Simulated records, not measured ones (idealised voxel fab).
Process module under the name voxel ribs on slabs
Displayed cross-section: cut, width of 175 nm, square cells sized 5 nm.
Reading order for cross-sections: top band down to bottom band. Underlying form: a grid of square cells. Band size: one or more rows of cells.
For a band, the entry starts with two heights in nm, that of the top and then that of the bottom, and carries on with the band's materials in order from left to right, each alongside its width in nm; the word "throughout" beside a single material means it fills the band edge to edge, and "blank" means empty space.
Where do heights start? At 0: under that level the wafer as delivered is made of one material only. And the lowest band has no floor; it just carries on downward, as in "0..down".
Width spec "30 to 40" -> top row of cells at first value, bottom row at second value, equal per-row change in between.
A step reported as "nothing changed" is a step in which no cell of the cross-section changed.
Closed-off voids of 8+ cells (no open route to the top) go in "Closed void catalog", written width x height at distance from the left edge, in nm.
The remark found on a step's line after its settings is issued by the simulator itself and pertains to that step.
The line of a step may include "overlay nm". On a step with a mask, this value is how far to the right of its planned place the mask lay. A negative value means the mask lay to the left.
SET OUT BELOW ARE THE PLANNED STEPS OF THE PROCESS
step 1: RECEIVE (material Si)
step 2: DIRECTIONAL_DEP (material SiO2; thk nm 20)
step 3: DIRECTIONAL_DEP (material polySi; thk nm 20)
step 4: PATTERN (tone cover; mask id RIB; material resist; width nm 20; thk nm 20; overlay nm 0)
step 5: DIRECTIONAL_ETCH (etch materials polySi; depth nm 10)
step 6: STRIP (etch materials resist)
step 7: MASKED_ETCH (tone cover; mask id SLAB; width nm 50; etch materials polySi; depth nm 10; overlay nm 0)
step 8: FILL_DEP (material SiO2; thk nm 25)
step 9: CMP (height nm 60)
step 10: DIRECTIONAL_DEP (material TiN; thk nm 5)
step 11: MASKED_ETCH (tone cover; mask id HEATER; width nm 30; etch materials TiN; depth nm 5; overlay nm 0)
step 12: CONFORMAL_DEP (material SiN; thk nm 5)
It is noted that the wafers described herein are identical at the outset and are distinguished by the thk nm of step 12; the value stated in the plan corresponds to the first wafer.
STEP 1 COMPLETE: AS-RECEIVED CROSS-SECTION OF THE FIRST OF SEVERAL WAFERS
  0..down | Si throughout
  Closed void catalog: none
BELOW, A ROW FOR EVERY WAFER. READ IT AS THE END-OF-MODULE PICTURE: FOR EACH MATERIAL THE WAFER SHOWS ITS CELLS GAINED (+) OR LOST (-) SINCE IT WAS RECEIVED, AND THEN ITS CLOSED VOIDS
thk nm 5 | +37 SiN | +392 SiO2 | +6 TiN | +28 polySi | Closed void catalog: none
thk nm 10 | +74 SiN | +392 SiO2 | +6 TiN | +28 polySi | Closed void catalog: none
thk nm 15 | +111 SiN | +392 SiO2 | +6 TiN | +28 polySi | Closed void catalog: none
thk nm 20 | +148 SiN | +392 SiO2 | +6 TiN | +28 polySi | Closed void catalog: none
